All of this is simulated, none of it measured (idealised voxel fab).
You're looking at the process module voxel transistor to metal.
Cross-sectional view cut (width: 295 nm; square cell size: 5 nm).
Throughout this document, each cross-section is represented as a grid of square cells and is presented as a sequence of bands enumerated from the top downward, where a band comprises one or more rows of cells. In this notation a band is specified by the heights of its top and bottom, in that order and in nm, after which its materials appear from left to right, each paired with its width in nm. The word "full width" attached to a single material means that material fills the band from edge to edge; the word "air" stands for empty space. Convention: height 0 is the level below which the wafer, as received, is all one material. The lowest band does not terminate at the bottom but continues downward, represented as "0 -> down". Quick explanation for "30 to 40": the width changes in equal steps down the rows of cells, from the first number in the band's top row to the second number in its bottom row. The designation "nothing was modified", where it is given for a processing step, indicates that no cell of the cross-section was altered in the course of that step. Heads up: "Fully sealed voids" only lists the empty pockets with no open path to the top that are 8 cells or more, and it writes them as width x height at distance, distance from the left edge, in nm. On a step's line, text after the settings is the simulator commenting on that step. The optional step-line setting "overlay nm" applies to steps with a mask and quantifies how far to the right of its planned location the mask lay, a negative value indicating leftward placement.
[The steps planned for the process are as follows]
1: RECEIVE: material Si
2: CONFORMAL_DEP: material SiO2, thk nm 5
3: CONFORMAL_DEP: material SiN, thk nm 15
4: MASKED_ETCH: tone cover, mask id ACTIVE, width nm 110, pitch nm 130, etch materials SiN, depth nm 15, overlay nm 0
5: MASKED_ETCH: tone cover, mask id ACTIVE, width nm 110, pitch nm 130, etch materials SiO2, depth nm 5, overlay nm 0
6: MASKED_ETCH: tone cover, mask id ACTIVE, width nm 110, pitch nm 130, etch materials Si, depth nm 30, overlay nm 0
7: FILL_DEP: material SiO2, thk nm 10
8: CMP: height nm 20
9: SELECTIVE_ETCH: etch materials SiO2, depth nm 15
10: STRIP: etch materials SiN
11: SELECTIVE_ETCH: etch materials SiO2, depth nm 5
12: OXIDIZE: depth nm 5
13: DIRECTIONAL_DEP: material polySi, thk nm 30
14: DIRECTIONAL_DEP: material SiCN, thk nm 10
15: DIRECTIONAL_DEP: material aC, thk nm 10
16: PATTERN: tone cover, mask id GATE, material resist, width nm 20, pitch nm 130, thk nm 25, overlay nm 0
17: DIRECTIONAL_ETCH: etch materials aC, depth nm 10
18: STRIP: etch materials resist
19: DIRECTIONAL_ETCH: etch materials SiCN, depth nm 20
20: DIRECTIONAL_ETCH: etch materials polySi, depth nm 40
21: STRIP: etch materials aC
22: CONFORMAL_DEP: material SiO2, thk nm 5
23: DIRECTIONAL_ETCH: etch materials SiO2, depth nm 5
24: CONFORMAL_DEP: material SiN, thk nm 5
25: DIRECTIONAL_ETCH: etch materials SiN, depth nm 5
26: DIRECTIONAL_ETCH: etch materials SiO2, depth nm 5
27: EPI: material SiGe, thk nm 5
28: FILL_DEP: material SiO2, thk nm 5
29: CMP: height nm 40
30: DIRECTIONAL_DEP: material SiO2, thk nm 15
31: DIRECTIONAL_DEP: material aC, thk nm 10
32: PATTERN: tone open, mask id CONTACT, material resist, width nm 20, thk nm 30, overlay nm 0
33: DIRECTIONAL_ETCH: etch materials aC, depth nm 10
34: STRIP: etch materials resist
35: DIRECTIONAL_ETCH: etch materials SiO2, depth nm 55
36: STRIP: etch materials aC
37: CONFORMAL_DEP: material TiN, thk nm 5
38: FILL_DEP: material Ru, thk nm 5
39: CMP: height nm 55
40: CONFORMAL_DEP: material SiN, thk nm 5
41: DIRECTIONAL_DEP: material lowk, thk nm 25
42: DIRECTIONAL_DEP: material aC, thk nm 15
43: PATTERN: tone open, mask id METAL_1, material resist, width nm 20, thk nm 35, overlay nm 0
44: DIRECTIONAL_ETCH: etch materials aC, depth nm 15
45: STRIP: etch materials resist
46: DIRECTIONAL_ETCH: etch materials lowk, depth nm 25
47: DIRECTIONAL_ETCH: etch materials SiN, depth nm 5
48: STRIP: etch materials aC
49: CONFORMAL_DEP: material TiN, thk nm 5
50: FILL_DEP: material W, thk nm 10
51: CMP: height nm 85
52: EPI: material Ru, thk nm 5
53: FILL_DEP: material SiCN, thk nm 5
54: DIRECTIONAL_DEP: material SiO2, thk nm 25
55: DIRECTIONAL_DEP: material aC, thk nm 10
56: PATTERN: tone open, mask id METAL_2, material resist, width nm 20, pitch nm 130, thk nm 25, overlay nm 0
57: DIRECTIONAL_ETCH: etch materials aC, depth nm 10
58: STRIP: etch materials resist
59: DIRECTIONAL_ETCH: etch materials SiO2, depth nm 15
60: STRIP: etch materials aC
61: DIRECTIONAL_DEP: material aC, thk nm 10
62: PATTERN: tone open, mask id METAL_2_HOLES, material resist, width nm 15, pitch nm 130, thk nm 25, overlay nm 0
63: DIRECTIONAL_ETCH: etch materials aC, depth nm 10
64: STRIP: etch materials resist
65: DIRECTIONAL_ETCH: etch materials SiO2, depth nm 10
66: DIRECTIONAL_ETCH: etch materials SiCN, depth nm 5
67: STRIP: etch materials aC
68: CONFORMAL_DEP: material TiN, thk nm 5
69: FILL_DEP: material Cu, thk nm 10
70: CMP: height nm 120
71: CONFORMAL_DEP: material SiCN, thk nm 5
[Here's what the wafer looked like in cross-section when it arrived - that's after step 1]
0 -> down = Si full width
Fully sealed voids: none
[Starting structure and process plan are as shown above, but one mistake was made in running the module; the wafer cross-section at the end of the module follows]
125 -> 120 = SiCN full width
120 -> 110 = SiO2 30 nm; TiN 5 nm; Cu 10 nm; TiN 5 nm; SiO2 110 nm; TiN 5 nm; Cu 10 nm; TiN 5 nm; SiO2 115 nm
110 -> 105 = SiO2 30 nm; TiN 5 nm; Cu 5 nm; TiN 10 nm; SiO2 110 nm; TiN 5 nm; Cu 5 nm; TiN 10 nm; SiO2 115 nm
105 -> 95 = SiO2 30 nm; TiN 5 nm; Cu 5 nm; TiN 5 nm; SiO2 115 nm; TiN 5 nm; Cu 5 nm; TiN 5 nm; SiO2 120 nm
95 -> 90 = SiCN 30 nm; TiN 15 nm; SiCN 115 nm; TiN 15 nm; SiCN 120 nm
90 -> 85 = SiCN 25 nm; Ru 30 nm; SiCN 50 nm; Ru 30 nm; SiCN 20 nm; Ru 30 nm; SiCN 50 nm; Ru 30 nm; SiCN 30 nm
85 -> 60 = lowk 30 nm; TiN 5 nm; W 10 nm; TiN 5 nm; lowk 60 nm; TiN 5 nm; W 10 nm; TiN 5 nm; lowk 30 nm; TiN 5 nm; W 10 nm; TiN 5 nm; lowk 60 nm; TiN 5 nm; W 10 nm; TiN 5 nm; lowk 35 nm
60 -> 55 = SiN 30 nm; TiN 20 nm; SiN 60 nm; TiN 20 nm; SiN 30 nm; TiN 20 nm; SiN 60 nm; TiN 20 nm; SiN 35 nm
55 -> 40 = SiO2 30 nm; TiN 5 nm; Ru 10 nm; TiN 5 nm; SiO2 60 nm; TiN 5 nm; Ru 10 nm; TiN 5 nm; SiO2 30 nm; TiN 5 nm; Ru 10 nm; TiN 5 nm; SiO2 60 nm; TiN 5 nm; Ru 10 nm; TiN 5 nm; SiO2 35 nm
40 -> 35 = SiO2 30 nm; TiN 5 nm; Ru 10 nm; TiN 5 nm; SiO2 10 nm; SiN 5 nm; SiO2 5 nm; SiCN 20 nm; SiO2 5 nm; SiN 5 nm; SiO2 10 nm; TiN 5 nm; Ru 10 nm; TiN 5 nm; SiO2 30 nm; TiN 5 nm; Ru 10 nm; TiN 5 nm; SiO2 10 nm; SiN 5 nm; SiO2 5 nm; SiCN 20 nm; SiO2 5 nm; SiN 5 nm; SiO2 10 nm; TiN 5 nm; Ru 10 nm; TiN 5 nm; SiO2 35 nm
35 -> 10 = SiO2 30 nm; TiN 5 nm; Ru 10 nm; TiN 5 nm; SiO2 10 nm; SiN 5 nm; SiO2 5 nm; polySi 20 nm; SiO2 5 nm; SiN 5 nm; SiO2 10 nm; TiN 5 nm; Ru 10 nm; TiN 5 nm; SiO2 30 nm; TiN 5 nm; Ru 10 nm; TiN 5 nm; SiO2 10 nm; SiN 5 nm; SiO2 5 nm; polySi 20 nm; SiO2 5 nm; SiN 5 nm; SiO2 10 nm; TiN 5 nm; Ru 10 nm; TiN 5 nm; SiO2 35 nm
10 -> 5 = SiO2 30 nm; TiN 20 nm; SiO2 10 nm; SiN 5 nm; SiO2 5 nm; polySi 20 nm; SiO2 5 nm; SiN 5 nm; SiO2 10 nm; TiN 20 nm; SiO2 30 nm; TiN 20 nm; SiO2 10 nm; SiN 5 nm; SiO2 5 nm; polySi 20 nm; SiO2 5 nm; SiN 5 nm; SiO2 10 nm; TiN 20 nm; SiO2 35 nm
5 -> 0 = SiO2 20 nm; SiN 5 nm; SiO2 5 nm; SiGe 30 nm; SiO2 40 nm; SiGe 30 nm; SiO2 5 nm; SiN 5 nm; SiO2 10 nm; SiN 5 nm; SiO2 5 nm; SiGe 30 nm; SiO2 40 nm; SiGe 30 nm; SiO2 5 nm; SiN 5 nm; SiO2 25 nm
0 -> -5 = SiO2 35 nm; Si 90 nm; SiO2 40 nm; Si 90 nm; SiO2 40 nm
-5 -> -30 = SiO2 25 nm; Si 110 nm; SiO2 20 nm; Si 110 nm; SiO2 30 nm
-30 -> down = Si full width
Fully sealed voids: none
What went wrong in running the wafer? plan steps 10 and 11 run swapped
